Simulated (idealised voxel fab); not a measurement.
process module | voxel ribs on slabs
cross-section cut | 235 nm wide | cells 5 nm
A cross-section is a grid of square cells, given in bands from the top down. A band is one or more rows of cells.
Each band's line starts with the height of the band's top and of its bottom, in nm. Then come its materials from left to right, each with its width in nm. One material with "throughout" fills the band from edge to edge. "air" is empty space.
Height 0 is the level under which the wafer as received is all one material. The lowest band goes on downwards, as in "0 down".
A width such as "30 to 40" changes by the same amount from each row of cells to the next, from the band's top row to its bottom row.
"no change" after a step means that no cell of the cross-section changed.
closed voids: empty space of 8 cells or more with no open way to the top, each as width x height at its distance from the left edge, in nm
after a step's settings: what the simulator itself notes on the step
overlay nm, on a step with a mask: how far to the right of its planned place the mask lay; to the left if negative
plan
1 op RECEIVE | material Si
2 op DIRECTIONAL_DEP | material SiO2 | thk nm 25
3 op DIRECTIONAL_DEP | material polySi | thk nm 25
4 op DIRECTIONAL_DEP | material aC | thk nm 15
5 op PATTERN | tone cover | mask id RIB | material resist | width nm 30 | thk nm 35 | overlay nm 0
6 op DIRECTIONAL_ETCH | etch materials aC | depth nm 15
7 op STRIP | etch materials resist
8 op DIRECTIONAL_ETCH | etch materials polySi | depth nm 5
9 op STRIP | etch materials aC
10 op PATTERN | tone cover | mask id SLAB | material resist | width nm 90 | thk nm 20 | overlay nm 0
11 op DIRECTIONAL_ETCH | etch materials polySi | depth nm 20
12 op STRIP | etch materials resist
13 op FILL_DEP | material SiO2 | thk nm 30
14 op CMP | height nm 70
15 op DIRECTIONAL_DEP | material W | thk nm 10
16 op DIRECTIONAL_DEP | material aC | thk nm 10
17 op PATTERN | tone cover | mask id HEATER | material resist | width nm 40 | thk nm 25 | overlay nm 0
18 op DIRECTIONAL_ETCH | etch materials aC | depth nm 10
19 op STRIP | etch materials resist
20 op DIRECTIONAL_ETCH | etch materials W | depth nm 10
21 op STRIP | etch materials aC
22 op CONFORMAL_DEP | material SiO2 | thk nm 5
first wafer, as planned
as received, after step 1
  0 down: Si throughout
  closed voids: none
after step 2
  25 to 0: SiO2 throughout
  below 0: unchanged
after step 3
  50 to 25: polySi throughout
  below 25: unchanged
after step 4
  65 to 50: aC throughout
  below 50: unchanged
after step 5
  100 to 65: air 100 | resist 30 | air 105
  below 65: unchanged
after step 6
  85 to 65: air 100 | resist 30 | air 105
  65 to 50: air 100 | aC 30 | air 105
  below 50: unchanged
after step 7
  65 to 50: air 100 | aC 30 | air 105
  below 50: unchanged
after step 8
  65 to 50: air 100 | aC 30 | air 105
  50 to 45: air 100 | polySi 30 | air 105
  below 45: unchanged
after step 9
  50 to 45: air 100 | polySi 30 | air 105
  below 45: unchanged
after step 10
  70 to 50: air 70 | resist 90 | air 75
  50 to 45: air 70 | resist 30 | polySi 30 | resist 30 | air 75
  below 45: unchanged
after step 11
  70 to 50: air 70 | resist 90 | air 75
  50 to 45: air 70 | resist 30 | polySi 30 | resist 30 | air 75
  45 to 25: air 70 | polySi 90 | air 75
  below 25: unchanged
after step 12
  50 to 45: air 100 | polySi 30 | air 105
  below 45: unchanged
after step 13
  80 to 50: SiO2 throughout
  50 to 45: SiO2 100 | polySi 30 | SiO2 105
  45 to 25: SiO2 70 | polySi 90 | SiO2 75
  below 25: unchanged
after step 14
  70 to 50: SiO2 throughout
  below 50: unchanged
after step 15
  80 to 70: W throughout
  below 70: unchanged
after step 16
  90 to 80: aC throughout
  below 80: unchanged
after step 17
  115 to 90: air 95 | resist 40 | air 100
  below 90: unchanged
after step 18
  105 to 90: air 95 | resist 40 | air 100
  90 to 80: air 95 | aC 40 | air 100
  below 80: unchanged
after step 19
  90 to 80: air 95 | aC 40 | air 100
  below 80: unchanged
after step 20
  90 to 80: air 95 | aC 40 | air 100
  80 to 70: air 95 | W 40 | air 100
  below 70: unchanged
after step 21
  80 to 70: air 95 | W 40 | air 100
  below 70: unchanged
after step 22
  85 to 80: air 90 | SiO2 50 | air 95
  80 to 75: air 90 | SiO2 5 | W 40 | SiO2 5 | air 95
  75 to 70: SiO2 95 | W 40 | SiO2 100
  below 70: unchanged
second wafer: like start, like plan, one mistake. Through step 1 it matches the first wafer
when step 2 should have ended
  25 to 0: aC throughout
  below 0: unchanged
when step 3 should have ended
  50 to 25: polySi throughout
  below 25: unchanged
when step 4 should have ended
  65 to 50: aC throughout
  below 50: unchanged
when step 5 should have ended
  100 to 65: air 100 | resist 30 | air 105
  below 65: unchanged
when step 6 should have ended
  85 to 65: air 100 | resist 30 | air 105
  65 to 50: air 100 | aC 30 | air 105
  below 50: unchanged
when step 7 should have ended
  65 to 50: air 100 | aC 30 | air 105
  below 50: unchanged
when step 8 should have ended
  65 to 50: air 100 | aC 30 | air 105
  50 to 45: air 100 | polySi 30 | air 105
  below 45: unchanged
when step 9 should have ended
  50 to 45: air 100 | polySi 30 | air 105
  below 45: unchanged
when step 10 should have ended
  70 to 50: air 70 | resist 90 | air 75
  50 to 45: air 70 | resist 30 | polySi 30 | resist 30 | air 75
  below 45: unchanged
when step 11 should have ended
  70 to 50: air 70 | resist 90 | air 75
  50 to 45: air 70 | resist 30 | polySi 30 | resist 30 | air 75
  45 to 25: air 70 | polySi 90 | air 75
  below 25: unchanged
when step 12 should have ended
  50 to 45: air 100 | polySi 30 | air 105
  below 45: unchanged
when step 13 should have ended
  80 to 50: SiO2 throughout
  50 to 45: SiO2 100 | polySi 30 | SiO2 105
  45 to 25: SiO2 70 | polySi 90 | SiO2 75
  below 25: unchanged
when step 14 should have ended
  70 to 50: SiO2 throughout
  below 50: unchanged
when step 15 should have ended
  80 to 70: W throughout
  below 70: unchanged
when step 16 should have ended
  90 to 80: aC throughout
  below 80: unchanged
when step 17 should have ended
  115 to 90: air 95 | resist 40 | air 100
  below 90: unchanged
when step 18 should have ended
  105 to 90: air 95 | resist 40 | air 100
  90 to 80: air 95 | aC 40 | air 100
  below 80: unchanged
when step 19 should have ended
  90 to 80: air 95 | aC 40 | air 100
  below 80: unchanged
when step 20 should have ended
  90 to 80: air 95 | aC 40 | air 100
  80 to 70: air 95 | W 40 | air 100
  below 70: unchanged
when step 21 should have ended
  80 to 70: air 95 | W 40 | air 100
  below 70: unchanged
when step 22 should have ended
  85 to 80: air 90 | SiO2 50 | air 95
  80 to 75: air 90 | SiO2 5 | W 40 | SiO2 5 | air 95
  75 to 70: SiO2 95 | W 40 | SiO2 100
  below 70: unchanged
what went wrong: step 2 ran as: op DIRECTIONAL_DEP | material aC | thk nm 25
at the end the second wafer has, in cells: 235 fewer of SiO2 | 235 more of aC
